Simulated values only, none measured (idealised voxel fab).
The name of this process module is voxel gate over fins.
The cross-section on display is named cut; it measures 210 nm wide, and its cells are 5 nm squares.
Cross-section format: a grid of square cells, given as bands from top to bottom; each band is one or more rows of cells. Quick guide to a band line: top height, bottom height (nm) up front; then every material left to right with its width in nm. Only one material and it's marked "everywhere"? Then it fills the band edge to edge. And "empty" just means empty space. Heads up on the height convention: 0 is the point under which the incoming wafer is all one material, and the lowest band has no bottom, it just keeps going down, like "0..down". You'd read "30..40" like this: the band's top row of cells is as wide as the first number, its bottom row is as wide as the second, and going down, every row changes width by the same amount as the row before did. For the purposes of this document, the phrase "same as before" attached to a step denotes that no cell within the cross-section was modified by that step. "Closed void inventory" enumerates empty spaces isolated from the top, with no open way to it, that contain at least 8 cells, giving each as width x height at distance from the left edge, all three in nm. Anything after a step's settings on that line? It's the simulator's own note about the step. The setting "overlay nm" may be written on the line of a step. When the step uses a mask, the value reports how far to the right of the planned place the mask lay, and a negative value reports that it lay to the left.
**So here's the lineup of process steps we planned**
1,RECEIVE [material Si]
2,CONFORMAL_DEP [material SiN] [thk nm 5]
3,DIRECTIONAL_DEP [material aC] [thk nm 10]
4,PATTERN [tone cover] [mask id FINS] [material resist] [width nm 15] [pitch nm 35] [thk nm 30] [overlay nm 0]
5,DIRECTIONAL_ETCH [etch materials aC] [depth nm 10]
6,STRIP [etch materials resist]
7,DIRECTIONAL_ETCH [etch materials SiN] [depth nm 5]
8,DIRECTIONAL_ETCH [etch materials Si] [depth nm 35]
9,STRIP [etch materials aC]
10,OXIDIZE [depth nm 5]
11,FILL_DEP [material SiO2] [thk nm 15]
12,CMP [height nm 5]
13,SELECTIVE_ETCH [etch materials SiO2] [depth nm 20]
14,STRIP [etch materials SiN]
15,CONFORMAL_DEP [material HfO2] [thk nm 5]
16,CONFORMAL_DEP [material TiN] [thk nm 5]
17,CONFORMAL_DEP [material TiAl] [thk nm 5]
18,CONFORMAL_DEP [material TiN] [thk nm 5]
19,FILL_DEP [material W] [thk nm 15]
20,CMP [height nm 30]
21,CONFORMAL_DEP [material SiN] [thk nm 5]
**First wafer, two in total, run as planned**
**The cross-section here shows the wafer as received, i.e. in its state after step 1**
0..down: Si everywhere
Closed void inventory: none
**Cross-section of the wafer subsequent to step 2**
5..0: SiN everywhere
All layers under 0 are left as they were.
**Cross-section of the wafer subsequent to step 3**
15..5: aC everywhere
All layers under 5 are left as they were.
**Cross-section of the wafer subsequent to step 4**
45..15: 45 nm empty, 15 nm resist, 20 nm empty, 15 nm resist, 20 nm empty, 15 nm resist, 20 nm empty, 15 nm resist, 45 nm empty
All layers under 15 are left as they were.
**Cross-section of the wafer subsequent to step 5**
35..15: 45 nm empty, 15 nm resist, 20 nm empty, 15 nm resist, 20 nm empty, 15 nm resist, 20 nm empty, 15 nm resist, 45 nm empty
15..5: 45 nm empty, 15 nm aC, 20 nm empty, 15 nm aC, 20 nm empty, 15 nm aC, 20 nm empty, 15 nm aC, 45 nm empty
All layers under 5 are left as they were.
**Cross-section of the wafer subsequent to step 6**
15..5: 45 nm empty, 15 nm aC, 20 nm empty, 15 nm aC, 20 nm empty, 15 nm aC, 20 nm empty, 15 nm aC, 45 nm empty
All layers under 5 are left as they were.
**Cross-section of the wafer subsequent to step 7**
15..5: 45 nm empty, 15 nm aC, 20 nm empty, 15 nm aC, 20 nm empty, 15 nm aC, 20 nm empty, 15 nm aC, 45 nm empty
5..0: 45 nm empty, 15 nm SiN, 20 nm empty, 15 nm SiN, 20 nm empty, 15 nm SiN, 20 nm empty, 15 nm SiN, 45 nm empty
All layers under 0 are left as they were.
**Cross-section of the wafer subsequent to step 8**
15..5: 45 nm empty, 15 nm aC, 20 nm empty, 15 nm aC, 20 nm empty, 15 nm aC, 20 nm empty, 15 nm aC, 45 nm empty
5..0: 45 nm empty, 15 nm SiN, 20 nm empty, 15 nm SiN, 20 nm empty, 15 nm SiN, 20 nm empty, 15 nm SiN, 45 nm empty
0..-35: 45 nm empty, 15 nm Si, 20 nm empty, 15 nm Si, 20 nm empty, 15 nm Si, 20 nm empty, 15 nm Si, 45 nm empty
All layers under -35 are left as they were.
**Cross-section of the wafer subsequent to step 9**
5..0: 45 nm empty, 15 nm SiN, 20 nm empty, 15 nm SiN, 20 nm empty, 15 nm SiN, 20 nm empty, 15 nm SiN, 45 nm empty
All layers under 0 are left as they were.
**Cross-section of the wafer subsequent to step 10**
5..0: 45 nm empty, 15 nm SiN, 20 nm empty, 15 nm SiN, 20 nm empty, 15 nm SiN, 20 nm empty, 15 nm SiN, 45 nm empty
0..-35: 45 nm empty, 5 nm SiO2, 5 nm Si, 5 nm SiO2, 20 nm empty, 5 nm SiO2, 5 nm Si, 5 nm SiO2, 20 nm empty, 5 nm SiO2, 5 nm Si, 5 nm SiO2, 20 nm empty, 5 nm SiO2, 5 nm Si, 5 nm SiO2, 45 nm empty
-35..-40: 50 nm SiO2, 5 nm Si, 30 nm SiO2, 5 nm Si, 30 nm SiO2, 5 nm Si, 30 nm SiO2, 5 nm Si, 50 nm SiO2
All layers under -40 are left as they were.
**Cross-section of the wafer subsequent to step 11**
20..5: SiO2 everywhere
5..0: 45 nm SiO2, 15 nm SiN, 20 nm SiO2, 15 nm SiN, 20 nm SiO2, 15 nm SiN, 20 nm SiO2, 15 nm SiN, 45 nm SiO2
0..-40: 50 nm SiO2, 5 nm Si, 30 nm SiO2, 5 nm Si, 30 nm SiO2, 5 nm Si, 30 nm SiO2, 5 nm Si, 50 nm SiO2
All layers under -40 are left as they were.
**Cross-section of the wafer subsequent to step 12**
5..0: 45 nm SiO2, 15 nm SiN, 20 nm SiO2, 15 nm SiN, 20 nm SiO2, 15 nm SiN, 20 nm SiO2, 15 nm SiN, 45 nm SiO2
All layers under 0 are left as they were.
**Cross-section of the wafer subsequent to step 13**
5..0: 45 nm empty, 15 nm SiN, 20 nm empty, 15 nm SiN, 20 nm empty, 15 nm SiN, 20 nm empty, 15 nm SiN, 45 nm empty
0..-15: 50 nm empty, 5 nm Si, 30 nm empty, 5 nm Si, 30 nm empty, 5 nm Si, 30 nm empty, 5 nm Si, 50 nm empty
All layers under -15 are left as they were.
**Cross-section of the wafer subsequent to step 14**
0..-15: 50 nm empty, 5 nm Si, 30 nm empty, 5 nm Si, 30 nm empty, 5 nm Si, 30 nm empty, 5 nm Si, 50 nm empty
All layers under -15 are left as they were.
**Cross-section of the wafer subsequent to step 15**
5..0: 45 nm empty, 15 nm HfO2, 20 nm empty, 15 nm HfO2, 20 nm empty, 15 nm HfO2, 20 nm empty, 15 nm HfO2, 45 nm empty
0..-10: 45 nm empty, 5 nm HfO2, 5 nm Si, 5 nm HfO2, 20 nm empty, 5 nm HfO2, 5 nm Si, 5 nm HfO2, 20 nm empty, 5 nm HfO2, 5 nm Si, 5 nm HfO2, 20 nm empty, 5 nm HfO2, 5 nm Si, 5 nm HfO2, 45 nm empty
-10..-15: 50 nm HfO2, 5 nm Si, 30 nm HfO2, 5 nm Si, 30 nm HfO2, 5 nm Si, 30 nm HfO2, 5 nm Si, 50 nm HfO2
All layers under -15 are left as they were.
**Cross-section of the wafer subsequent to step 16**
10..5: 40 nm empty, 25 nm TiN, 10 nm empty, 25 nm TiN, 10 nm empty, 25 nm TiN, 10 nm empty, 25 nm TiN, 40 nm empty
5..0: 40 nm empty, 5 nm TiN, 15 nm HfO2, 5 nm TiN, 10 nm empty, 5 nm TiN, 15 nm HfO2, 5 nm TiN, 10 nm empty, 5 nm TiN, 15 nm HfO2, 5 nm TiN, 10 nm empty, 5 nm TiN, 15 nm HfO2, 5 nm TiN, 40 nm empty
0..-5: 40 nm empty, 5 nm TiN, 5 nm HfO2, 5 nm Si, 5 nm HfO2, 5 nm TiN, 10 nm empty, 5 nm TiN, 5 nm HfO2, 5 nm Si, 5 nm HfO2, 5 nm TiN, 10 nm empty, 5 nm TiN, 5 nm HfO2, 5 nm Si, 5 nm HfO2, 5 nm TiN, 10 nm empty, 5 nm TiN, 5 nm HfO2, 5 nm Si, 5 nm HfO2, 5 nm TiN, 40 nm empty
-5..-10: 45 nm TiN, 5 nm HfO2, 5 nm Si, 5 nm HfO2, 20 nm TiN, 5 nm HfO2, 5 nm Si, 5 nm HfO2, 20 nm TiN, 5 nm HfO2, 5 nm Si, 5 nm HfO2, 20 nm TiN, 5 nm HfO2, 5 nm Si, 5 nm HfO2, 45 nm TiN
All layers under -10 are left as they were.
**Cross-section of the wafer subsequent to step 17**
15..10: 35 nm empty, 140 nm TiAl, 35 nm empty
10..5: 35 nm empty, 5 nm TiAl, 25 nm TiN, 10 nm TiAl, 25 nm TiN, 10 nm TiAl, 25 nm TiN, 10 nm TiAl, 25 nm TiN, 5 nm TiAl, 35 nm empty
5..0: 35 nm empty, 5 nm TiAl, 5 nm TiN, 15 nm HfO2, 5 nm TiN, 10 nm TiAl, 5 nm TiN, 15 nm HfO2, 5 nm TiN, 10 nm TiAl, 5 nm TiN, 15 nm HfO2, 5 nm TiN, 10 nm TiAl, 5 nm TiN, 15 nm HfO2, 5 nm TiN, 5 nm TiAl, 35 nm empty
0..-5: 40 nm TiAl, 5 nm TiN, 5 nm HfO2, 5 nm Si, 5 nm HfO2, 5 nm TiN, 10 nm TiAl, 5 nm TiN, 5 nm HfO2, 5 nm Si, 5 nm HfO2, 5 nm TiN, 10 nm TiAl, 5 nm TiN, 5 nm HfO2, 5 nm Si, 5 nm HfO2, 5 nm TiN, 10 nm TiAl, 5 nm TiN, 5 nm HfO2, 5 nm Si, 5 nm HfO2, 5 nm TiN, 40 nm TiAl
All layers under -5 are left as they were.
**Cross-section of the wafer subsequent to step 18**
20..15: 30 nm empty, 150 nm TiN, 30 nm empty
15..10: 30 nm empty, 5 nm TiN, 140 nm TiAl, 5 nm TiN, 30 nm empty
10..5: 30 nm empty, 5 nm TiN, 5 nm TiAl, 25 nm TiN, 10 nm TiAl, 25 nm TiN, 10 nm TiAl, 25 nm TiN, 10 nm TiAl, 25 nm TiN, 5 nm TiAl, 5 nm TiN, 30 nm empty
5..0: 35 nm TiN, 5 nm TiAl, 5 nm TiN, 15 nm HfO2, 5 nm TiN, 10 nm TiAl, 5 nm TiN, 15 nm HfO2, 5 nm TiN, 10 nm TiAl, 5 nm TiN, 15 nm HfO2, 5 nm TiN, 10 nm TiAl, 5 nm TiN, 15 nm HfO2, 5 nm TiN, 5 nm TiAl, 35 nm TiN
All layers under 0 are left as they were.
**Cross-section of the wafer subsequent to step 19**
35..20: W everywhere
20..15: 30 nm W, 150 nm TiN, 30 nm W
15..10: 30 nm W, 5 nm TiN, 140 nm TiAl, 5 nm TiN, 30 nm W
10..5: 30 nm W, 5 nm TiN, 5 nm TiAl, 25 nm TiN, 10 nm TiAl, 25 nm TiN, 10 nm TiAl, 25 nm TiN, 10 nm TiAl, 25 nm TiN, 5 nm TiAl, 5 nm TiN, 30 nm W
All layers under 5 are left as they were.
**Cross-section of the wafer subsequent to step 20**
30..20: W everywhere
All layers under 20 are left as they were.
**Cross-section of the wafer subsequent to step 21**
35..30: SiN everywhere
All layers under 30 are left as they were.
**Here the second wafer is described. Its start and its plan were those of the first wafer. Its run contained one mistake. Up to and including step 3, it did exactly what the first wafer did**
**Second wafer, section view, time point: scheduled end of step 4**
45..15: 45 nm empty, 20 nm resist, 15 nm empty, 20 nm resist, 15 nm empty, 20 nm resist, 15 nm empty, 20 nm resist, 40 nm empty
All layers under 15 are left as they were.
**Second wafer, section view, time point: scheduled end of step 5**
35..15: 45 nm empty, 20 nm resist, 15 nm empty, 20 nm resist, 15 nm empty, 20 nm resist, 15 nm empty, 20 nm resist, 40 nm empty
15..5: 45 nm empty, 20 nm aC, 15 nm empty, 20 nm aC, 15 nm empty, 20 nm aC, 15 nm empty, 20 nm aC, 40 nm empty
All layers under 5 are left as they were.
**Second wafer, section view, time point: scheduled end of step 6**
15..5: 45 nm empty, 20 nm aC, 15 nm empty, 20 nm aC, 15 nm empty, 20 nm aC, 15 nm empty, 20 nm aC, 40 nm empty
All layers under 5 are left as they were.
**Second wafer, section view, time point: scheduled end of step 7**
15..5: 45 nm empty, 20 nm aC, 15 nm empty, 20 nm aC, 15 nm empty, 20 nm aC, 15 nm empty, 20 nm aC, 40 nm empty
5..0: 45 nm empty, 20 nm SiN, 15 nm empty, 20 nm SiN, 15 nm empty, 20 nm SiN, 15 nm empty, 20 nm SiN, 40 nm empty
All layers under 0 are left as they were.
**Second wafer, section view, time point: scheduled end of step 8**
15..5: 45 nm empty, 20 nm aC, 15 nm empty, 20 nm aC, 15 nm empty, 20 nm aC, 15 nm empty, 20 nm aC, 40 nm empty
5..0: 45 nm empty, 20 nm SiN, 15 nm empty, 20 nm SiN, 15 nm empty, 20 nm SiN, 15 nm empty, 20 nm SiN, 40 nm empty
0..-35: 45 nm empty, 20 nm Si, 15 nm empty, 20 nm Si, 15 nm empty, 20 nm Si, 15 nm empty, 20 nm Si, 40 nm empty
All layers under -35 are left as they were.
**Second wafer, section view, time point: scheduled end of step 9**
5..0: 45 nm empty, 20 nm SiN, 15 nm empty, 20 nm SiN, 15 nm empty, 20 nm SiN, 15 nm empty, 20 nm SiN, 40 nm empty
All layers under 0 are left as they were.
**Second wafer, section view, time point: scheduled end of step 10**
5..0: 45 nm empty, 20 nm SiN, 15 nm empty, 20 nm SiN, 15 nm empty, 20 nm SiN, 15 nm empty, 20 nm SiN, 40 nm empty
0..-35: 45 nm empty, 5 nm SiO2, 10 nm Si, 5 nm SiO2, 15 nm empty, 5 nm SiO2, 10 nm Si, 5 nm SiO2, 15 nm empty, 5 nm SiO2, 10 nm Si, 5 nm SiO2, 15 nm empty, 5 nm SiO2, 10 nm Si, 5 nm SiO2, 40 nm empty
-35..-40: 50 nm SiO2, 10 nm Si, 25 nm SiO2, 10 nm Si, 25 nm SiO2, 10 nm Si, 25 nm SiO2, 10 nm Si, 45 nm SiO2
All layers under -40 are left as they were.
**Second wafer, section view, time point: scheduled end of step 11**
20..5: SiO2 everywhere
5..0: 45 nm SiO2, 20 nm SiN, 15 nm SiO2, 20 nm SiN, 15 nm SiO2, 20 nm SiN, 15 nm SiO2, 20 nm SiN, 40 nm SiO2
0..-40: 50 nm SiO2, 10 nm Si, 25 nm SiO2, 10 nm Si, 25 nm SiO2, 10 nm Si, 25 nm SiO2, 10 nm Si, 45 nm SiO2
All layers under -40 are left as they were.
**Second wafer, section view, time point: scheduled end of step 12**
5..0: 45 nm SiO2, 20 nm SiN, 15 nm SiO2, 20 nm SiN, 15 nm SiO2, 20 nm SiN, 15 nm SiO2, 20 nm SiN, 40 nm SiO2
All layers under 0 are left as they were.
**Second wafer, section view, time point: scheduled end of step 13**
5..0: 45 nm empty, 20 nm SiN, 15 nm empty, 20 nm SiN, 15 nm empty, 20 nm SiN, 15 nm empty, 20 nm SiN, 40 nm empty
0..-15: 50 nm empty, 10 nm Si, 25 nm empty, 10 nm Si, 25 nm empty, 10 nm Si, 25 nm empty, 10 nm Si, 45 nm empty
All layers under -15 are left as they were.
**Second wafer, section view, time point: scheduled end of step 14**
0..-15: 50 nm empty, 10 nm Si, 25 nm empty, 10 nm Si, 25 nm empty, 10 nm Si, 25 nm empty, 10 nm Si, 45 nm empty
All layers under -15 are left as they were.
**Second wafer, section view, time point: scheduled end of step 15**
5..0: 45 nm empty, 20 nm HfO2, 15 nm empty, 20 nm HfO2, 15 nm empty, 20 nm HfO2, 15 nm empty, 20 nm HfO2, 40 nm empty
0..-10: 45 nm empty, 5 nm HfO2, 10 nm Si, 5 nm HfO2, 15 nm empty, 5 nm HfO2, 10 nm Si, 5 nm HfO2, 15 nm empty, 5 nm HfO2, 10 nm Si, 5 nm HfO2, 15 nm empty, 5 nm HfO2, 10 nm Si, 5 nm HfO2, 40 nm empty
-10..-15: 50 nm HfO2, 10 nm Si, 25 nm HfO2, 10 nm Si, 25 nm HfO2, 10 nm Si, 25 nm HfO2, 10 nm Si, 45 nm HfO2
All layers under -15 are left as they were.
**Second wafer, section view, time point: scheduled end of step 16**
10..5: 40 nm empty, 30 nm TiN, 5 nm empty, 30 nm TiN, 5 nm empty, 30 nm TiN, 5 nm empty, 30 nm TiN, 35 nm empty
5..0: 40 nm empty, 5 nm TiN, 20 nm HfO2, 5 nm TiN, 5 nm empty, 5 nm TiN, 20 nm HfO2, 5 nm TiN, 5 nm empty, 5 nm TiN, 20 nm HfO2, 5 nm TiN, 5 nm empty, 5 nm TiN, 20 nm HfO2, 5 nm TiN, 35 nm empty
0..-5: 40 nm empty, 5 nm TiN, 5 nm HfO2, 10 nm Si, 5 nm HfO2, 5 nm TiN, 5 nm empty, 5 nm TiN, 5 nm HfO2, 10 nm Si, 5 nm HfO2, 5 nm TiN, 5 nm empty, 5 nm TiN, 5 nm HfO2, 10 nm Si, 5 nm HfO2, 5 nm TiN, 5 nm empty, 5 nm TiN, 5 nm HfO2, 10 nm Si, 5 nm HfO2, 5 nm TiN, 35 nm empty
-5..-10: 45 nm TiN, 5 nm HfO2, 10 nm Si, 5 nm HfO2, 15 nm TiN, 5 nm HfO2, 10 nm Si, 5 nm HfO2, 15 nm TiN, 5 nm HfO2, 10 nm Si, 5 nm HfO2, 15 nm TiN, 5 nm HfO2, 10 nm Si, 5 nm HfO2, 40 nm TiN
All layers under -10 are left as they were.
**Second wafer, section view, time point: scheduled end of step 17**
15..10: 35 nm empty, 145 nm TiAl, 30 nm empty
10..5: 35 nm empty, 5 nm TiAl, 30 nm TiN, 5 nm TiAl, 30 nm TiN, 5 nm TiAl, 30 nm TiN, 5 nm TiAl, 30 nm TiN, 5 nm TiAl, 30 nm empty
5..0: 35 nm empty, 5 nm TiAl, 5 nm TiN, 20 nm HfO2, 5 nm TiN, 5 nm TiAl, 5 nm TiN, 20 nm HfO2, 5 nm TiN, 5 nm TiAl, 5 nm TiN, 20 nm HfO2, 5 nm TiN, 5 nm TiAl, 5 nm TiN, 20 nm HfO2, 5 nm TiN, 5 nm TiAl, 30 nm empty
0..-5: 40 nm TiAl, 5 nm TiN, 5 nm HfO2, 10 nm Si, 5 nm HfO2, 5 nm TiN, 5 nm TiAl, 5 nm TiN, 5 nm HfO2, 10 nm Si, 5 nm HfO2, 5 nm TiN, 5 nm TiAl, 5 nm TiN, 5 nm HfO2, 10 nm Si, 5 nm HfO2, 5 nm TiN, 5 nm TiAl, 5 nm TiN, 5 nm HfO2, 10 nm Si, 5 nm HfO2, 5 nm TiN, 35 nm TiAl
All layers under -5 are left as they were.
**Second wafer, section view, time point: scheduled end of step 18**
20..15: 30 nm empty, 155 nm TiN, 25 nm empty
15..10: 30 nm empty, 5 nm TiN, 145 nm TiAl, 5 nm TiN, 25 nm empty
10..5: 30 nm empty, 5 nm TiN, 5 nm TiAl, 30 nm TiN, 5 nm TiAl, 30 nm TiN, 5 nm TiAl, 30 nm TiN, 5 nm TiAl, 30 nm TiN, 5 nm TiAl, 5 nm TiN, 25 nm empty
5..0: 35 nm TiN, 5 nm TiAl, 5 nm TiN, 20 nm HfO2, 5 nm TiN, 5 nm TiAl, 5 nm TiN, 20 nm HfO2, 5 nm TiN, 5 nm TiAl, 5 nm TiN, 20 nm HfO2, 5 nm TiN, 5 nm TiAl, 5 nm TiN, 20 nm HfO2, 5 nm TiN, 5 nm TiAl, 30 nm TiN
All layers under 0 are left as they were.
**Second wafer, section view, time point: scheduled end of step 19**
35..20: W everywhere
20..15: 30 nm W, 155 nm TiN, 25 nm W
15..10: 30 nm W, 5 nm TiN, 145 nm TiAl, 5 nm TiN, 25 nm W
10..5: 30 nm W, 5 nm TiN, 5 nm TiAl, 30 nm TiN, 5 nm TiAl, 30 nm TiN, 5 nm TiAl, 30 nm TiN, 5 nm TiAl, 30 nm TiN, 5 nm TiAl, 5 nm TiN, 25 nm W
All layers under 5 are left as they were.
**Second wafer, section view, time point: scheduled end of step 20**
30..20: W everywhere
All layers under 20 are left as they were.
**Second wafer, section view, time point: scheduled end of step 21**
35..30: SiN everywhere
All layers under 30 are left as they were.
So what did we get wrong on this run? step 4 did not happen as planned, as run it was PATTERN [tone cover] [mask id FINS] [material resist] [width nm 20] [pitch nm 35] [thk nm 30] [overlay nm 0]
Count the cells at the end and the second wafer has more or fewer of some materials than the first: Si +32; SiO2 -20; TiAl -9; W -3
